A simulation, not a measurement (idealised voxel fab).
Name of the process module below: voxel trench capacitor
Shown is cross-section cut, with a width of 275 nm and square cells of size 5 nm.
Bands, listed from the top down, are how a cross-section gets written in this document; the cross-section itself is a grid of square cells, and a band is one or more rows of them. Each band's line starts with the height of the band's top and of its bottom, in nm. Then come its materials from left to right, each with its width in nm. One material with "all across" fills the band from edge to edge. "blank" is empty space. Ref level 0: as-received wafer is one material below here. Bottom band extends down with no lower bound ("0 and below"). A two-number width, for instance "30..40", indicates that the width is equal to the first number in the top row of the band and to the second number in the bottom row, and that it changes by a constant amount per row of cells. Reading "all unchanged" for a step: not a cell of the cross-section changed in it. "Encapsulated voids" contains a list of empty spaces, each no smaller than 8 cells and without an open way to the top, written in the form width x height at distance with the distance from the left edge and all three in nm. That trailing text on a step's line, after the settings, is the simulator's own remark on the step. What "overlay nm" on a step's line means: if the step has a mask, that mask lay this far to the right of its planned place, or, when the value is negative, to the left.

# The following list gives the planned process steps
1) op RECEIVE | material Si
2) op CONFORMAL_DEP | material SiN | thk nm 10
3) op PATTERN | tone open | mask id TRENCH | material resist | width nm 20 | pitch nm 50 | thk nm 15 | overlay nm 0
4) op DIRECTIONAL_ETCH | etch materials SiN | depth nm 10
5) op DIRECTIONAL_ETCH | etch materials Si | depth nm 30
6) op STRIP | etch materials resist
7) op CONFORMAL_DEP | material Al2O3 | thk nm 5
8) op FILL_DEP | material polySi | thk nm 10
9) op CMP | height nm 10

# As-received state of the wafer in cross-section, equivalent to post-step 1
0 and below | Si all across
Encapsulated voids: none

# The first of the two wafers as seen in cross-section once the module was finished; processing followed the plan
10 down to 0 | 100 SiN, 5 Al2O3, 10 polySi, 5 Al2O3, 30 SiN, 5 Al2O3, 10 polySi, 5 Al2O3, 105 SiN
0 down to -25 | 100 Si, 5 Al2O3, 10 polySi, 5 Al2O3, 30 Si, 5 Al2O3, 10 polySi, 5 Al2O3, 105 Si
-25 down to -30 | 100 Si, 20 Al2O3, 30 Si, 20 Al2O3, 105 Si
-30 and below | Si all across
Encapsulated voids: none

# This cross-section belongs to the second wafer of two at the end of the module; the start and the plan were shared with the first, and the run included one mistake
10 down to 0 | 95 polySi, 5 Al2O3, 20 SiN, 5 Al2O3, 20 polySi, 5 Al2O3, 20 SiN, 5 Al2O3, 100 polySi
0 down to -25 | 95 polySi, 5 Al2O3, 20 Si, 5 Al2O3, 20 polySi, 5 Al2O3, 20 Si, 5 Al2O3, 100 polySi
-25 down to -30 | 100 Al2O3, 20 Si, 30 Al2O3, 20 Si, 105 Al2O3
-30 and below | Si all across
Encapsulated voids: none
In executing the process, a mistake was made relative to the plan: step 3 did not happen as planned, as run it was op PATTERN | tone cover | mask id TRENCH | material resist | width nm 20 | pitch nm 50 | thk nm 15 | overlay nm 0
At the finish, the second wafer shows more or fewer cells for some materials than the first does: Al2O3 +39, Si -234, SiN -78, polySi +273
